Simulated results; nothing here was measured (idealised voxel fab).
The name of this process module is voxel transistor to metal.
The figure presents cross-section cut, which has a width of 200 nm and is divided into square cells with an edge length of 5 nm.
Notation: cross-section as square-cell grid; stated in bands, top first, going down; one or more cell rows per band.
Read a band's entry like this: the first values are the height of its top and the height of its bottom in nm, and what follows is the sequence of materials from left to right, each with its width in nm. Note that "empty" is empty space, and that a single material marked "throughout" reaches across the band from edge to edge.
A quick word on heights: they are counted from 0, and under that level the wafer as it came to us is one material throughout. The lowest band is different from the rest in having no bottom; it simply continues downward, written as in "from 0 down".
It should be noted that a width expressed as "30->40" varies in equal increments from row to row of cells within the band, taking the value of the first number at the top row and that of the second number at the bottom row.
It should be understood that the words "nothing got changed", when stated for a given step, signify that the cross-section underwent no change in any of its cells during that step.
Closed empty spaces (no open way to the top) of 8 cells or more are what "Voids, enclosed" lists, each as width x height at distance from the left edge, nm for all three.
If you see something after the settings on a step's line, that's the simulator's own remark about that step.
overlay nm: mask offset rightward from planned place, masked step; negative means leftward offset.

### These are the steps we planned for the process
| 1 | RECEIVE | material Si |
| 2 | CONFORMAL_DEP | material SiO2 | thk nm 5 |
| 3 | CONFORMAL_DEP | material SiN | thk nm 15 |
| 4 | DIRECTIONAL_DEP | material aC | thk nm 10 |
| 5 | PATTERN | tone cover | mask id ACTIVE | material resist | width nm 110 | thk nm 25 | overlay nm 0 |
| 6 | DIRECTIONAL_ETCH | etch materials aC | depth nm 10 |
| 7 | STRIP | etch materials resist |
| 8 | DIRECTIONAL_ETCH | etch materials SiN | depth nm 15 |
| 9 | DIRECTIONAL_ETCH | etch materials SiO2 | depth nm 5 |
| 10 | DIRECTIONAL_ETCH | etch materials Si | depth nm 25 |
| 11 | STRIP | etch materials aC |
| 12 | FILL_DEP | material SiO2 | thk nm 10 |
| 13 | CMP | height nm 20 |
| 14 | SELECTIVE_ETCH | etch materials SiO2 | depth nm 5 |
| 15 | STRIP | etch materials SiN |
| 16 | SELECTIVE_ETCH | etch materials SiO2 | depth nm 5 |
| 17 | OXIDIZE | depth nm 5 |
| 18 | DIRECTIONAL_DEP | material polySi | thk nm 20 |
| 19 | DIRECTIONAL_DEP | material SiCN | thk nm 10 |
| 20 | MASKED_ETCH | tone cover | mask id GATE | width nm 20 | etch materials SiCN | depth nm 20 | overlay nm 0 |
| 21 | MASKED_ETCH | tone cover | mask id GATE | width nm 20 | etch materials polySi | depth nm 30 | overlay nm 0 |
| 22 | CONFORMAL_DEP | material SiO2 | thk nm 5 |
| 23 | DIRECTIONAL_ETCH | etch materials SiO2 | depth nm 5 |
| 24 | CONFORMAL_DEP | material SiN | thk nm 5 |
| 25 | DIRECTIONAL_ETCH | etch materials SiN | depth nm 5 |
| 26 | DIRECTIONAL_ETCH | etch materials SiO2 | depth nm 5 |
| 27 | DIRECTIONAL_ETCH | etch materials Si | depth nm 5 |
| 28 | EPI | material pSi | thk nm 5 |
| 29 | FILL_DEP | material SiO2 | thk nm 5 |
| 30 | CMP | height nm 30 |
| 31 | DIRECTIONAL_DEP | material SiO2 | thk nm 15 |
| 32 | PATTERN | tone open | mask id CONTACT | material resist | width nm 20 | pitch nm 80 | thk nm 20 | overlay nm 0 |
| 33 | DIRECTIONAL_ETCH | etch materials SiO2 | depth nm 50 |
| 34 | STRIP | etch materials resist |
| 35 | CONFORMAL_DEP | material TiN | thk nm 5 |
| 36 | FILL_DEP | material W | thk nm 10 |
| 37 | CMP | height nm 45 |
| 38 | DIRECTIONAL_DEP | material TiN | thk nm 5 |
| 39 | DIRECTIONAL_DEP | material Ru | thk nm 15 |
| 40 | MASKED_ETCH | tone cover | mask id METAL_1 | width nm 20 | pitch nm 80 | etch materials Ru | depth nm 15 | overlay nm 0 |
| 41 | MASKED_ETCH | tone cover | mask id METAL_1 | width nm 20 | pitch nm 80 | etch materials TiN | depth nm 5 | overlay nm 0 |
| 42 | FILL_DEP | material lowk | thk nm 10 |
| 43 | CMP | height nm 65 |
| 44 | CONFORMAL_DEP | material SiCN | thk nm 5 |
| 45 | DIRECTIONAL_DEP | material lowk | thk nm 35 |
| 46 | PATTERN | tone open | mask id METAL_2_HOLES | material resist | width nm 15 | pitch nm 80 | thk nm 20 | overlay nm 0 |
| 47 | DIRECTIONAL_ETCH | etch materials lowk | depth nm 35 |
| 48 | STRIP | etch materials resist |
| 49 | PATTERN | tone open | mask id METAL_2 | material resist | width nm 20 | pitch nm 80 | thk nm 20 | overlay nm 0 |
| 50 | DIRECTIONAL_ETCH | etch materials lowk | depth nm 20 |
| 51 | DIRECTIONAL_ETCH | etch materials SiCN | depth nm 5 |
| 52 | STRIP | etch materials resist |
| 53 | CONFORMAL_DEP | material TiN | thk nm 5 |
| 54 | FILL_DEP | material Ru | thk nm 10 |
| 55 | CMP | height nm 105 |
| 56 | CONFORMAL_DEP | material SiCN | thk nm 5 |

### Cross-section of the wafer at receipt, which is the condition after step 1
	from 0 down: Si throughout
	Voids, enclosed: none

### End-of-module cross-section of the first of two wafers, processed as planned
	from 110 to 105: SiCN throughout
	from 105 to 90: 50 of lowk  5 of TiN  10 of Ru  5 of TiN  60 of lowk  5 of TiN  10 of Ru  5 of TiN  50 of lowk
	from 90 to 85: 50 of lowk  5 of TiN  5 of Ru  10 of TiN  60 of lowk  5 of TiN  5 of Ru  10 of TiN  50 of lowk
	from 85 to 70: 50 of lowk  5 of TiN  5 of Ru  5 of TiN  65 of lowk  5 of TiN  5 of Ru  5 of TiN  55 of lowk
	from 70 to 65: 50 of SiCN  15 of TiN  65 of SiCN  15 of TiN  55 of SiCN
	from 65 to 50: 50 of lowk  20 of Ru  60 of lowk  20 of Ru  50 of lowk
	from 50 to 45: 50 of lowk  20 of TiN  60 of lowk  20 of TiN  50 of lowk
	from 45 to 30: 50 of SiO2  5 of TiN  10 of W  5 of TiN  60 of SiO2  5 of TiN  10 of W  5 of TiN  50 of SiO2
	from 30 to 20: 50 of SiO2  5 of TiN  10 of W  5 of TiN  10 of SiO2  5 of SiN  5 of SiO2  20 of SiCN  5 of SiO2  5 of SiN  10 of SiO2  5 of TiN  10 of W  5 of TiN  50 of SiO2
	from 20 to 10: 50 of SiO2  5 of TiN  10 of W  5 of TiN  10 of SiO2  5 of SiN  5 of SiO2  20 of polySi  5 of SiO2  5 of SiN  10 of SiO2  5 of TiN  10 of W  5 of TiN  50 of SiO2
	from 10 to 0: 45 of SiO2  5 of SiN  5->10 of TiN  10->5 of W  5 of TiN  10 of SiO2  5 of SiN  5 of SiO2  20 of polySi  5 of SiO2  5 of SiN  10 of SiO2  5 of TiN  10->5 of W  5->10 of TiN  5 of SiN  45 of SiO2
	from 0 to -5: 50 of SiO2  5 of pSi  15 of TiN  5 of SiO2  5 of pSi  40 of SiO2  5 of pSi  5 of SiO2  15 of TiN  5 of pSi  50 of SiO2
	from -5 to -10: 45 of SiO2  5 of Si  30 of pSi  40 of Si  30 of pSi  5 of Si  45 of SiO2
	from -10 to -25: 45 of SiO2  110 of Si  45 of SiO2
	from -25 down: Si throughout
	Voids, enclosed: none

### The second wafer, shown in cross-section after the module: started the same way as the first and given the same plan, yet one mistake crept into how it was run
	from 110 to 105: SiCN throughout
	from 105 to 90: 50 of lowk  5 of SiCN  10 of Ru  5 of SiCN  60 of lowk  5 of SiCN  10 of Ru  5 of SiCN  50 of lowk
	from 90 to 85: 50 of lowk  5 of SiCN  5 of Ru  10 of SiCN  60 of lowk  5 of SiCN  5 of Ru  10 of SiCN  50 of lowk
	from 85 to 70: 50 of lowk  5 of SiCN  5 of Ru  5 of SiCN  65 of lowk  5 of SiCN  5 of Ru  5 of SiCN  55 of lowk
	from 70 to 65: SiCN throughout
	from 65 to 50: 50 of lowk  20 of Ru  60 of lowk  20 of Ru  50 of lowk
	from 50 to 45: 50 of lowk  20 of TiN  60 of lowk  20 of TiN  50 of lowk
	from 45 to 30: 50 of SiO2  5 of TiN  10 of W  5 of TiN  60 of SiO2  5 of TiN  10 of W  5 of TiN  50 of SiO2
	from 30 to 20: 50 of SiO2  5 of TiN  10 of W  5 of TiN  10 of SiO2  5 of SiN  5 of SiO2  20 of SiCN  5 of SiO2  5 of SiN  10 of SiO2  5 of TiN  10 of W  5 of TiN  50 of SiO2
	from 20 to 10: 50 of SiO2  5 of TiN  10 of W  5 of TiN  10 of SiO2  5 of SiN  5 of SiO2  20 of polySi  5 of SiO2  5 of SiN  10 of SiO2  5 of TiN  10 of W  5 of TiN  50 of SiO2
	from 10 to 0: 45 of SiO2  5 of SiN  5->10 of TiN  10->5 of W  5 of TiN  10 of SiO2  5 of SiN  5 of SiO2  20 of polySi  5 of SiO2  5 of SiN  10 of SiO2  5 of TiN  10->5 of W  5->10 of TiN  5 of SiN  45 of SiO2
	from 0 to -5: 50 of SiO2  5 of pSi  15 of TiN  5 of SiO2  5 of pSi  40 of SiO2  5 of pSi  5 of SiO2  15 of TiN  5 of pSi  50 of SiO2
	from -5 to -10: 45 of SiO2  5 of Si  30 of pSi  40 of Si  30 of pSi  5 of Si  45 of SiO2
	from -10 to -25: 45 of SiO2  110 of Si  45 of SiO2
	from -25 down: Si throughout
	Voids, enclosed: none
Diagnosis: so step 53 ended up running with a different setting than we planned, it ran as CONFORMAL_DEP | material SiCN | thk nm 5
Count the cells at the end and the second wafer has more or fewer of some materials than the first: SiCN +36; TiN -36
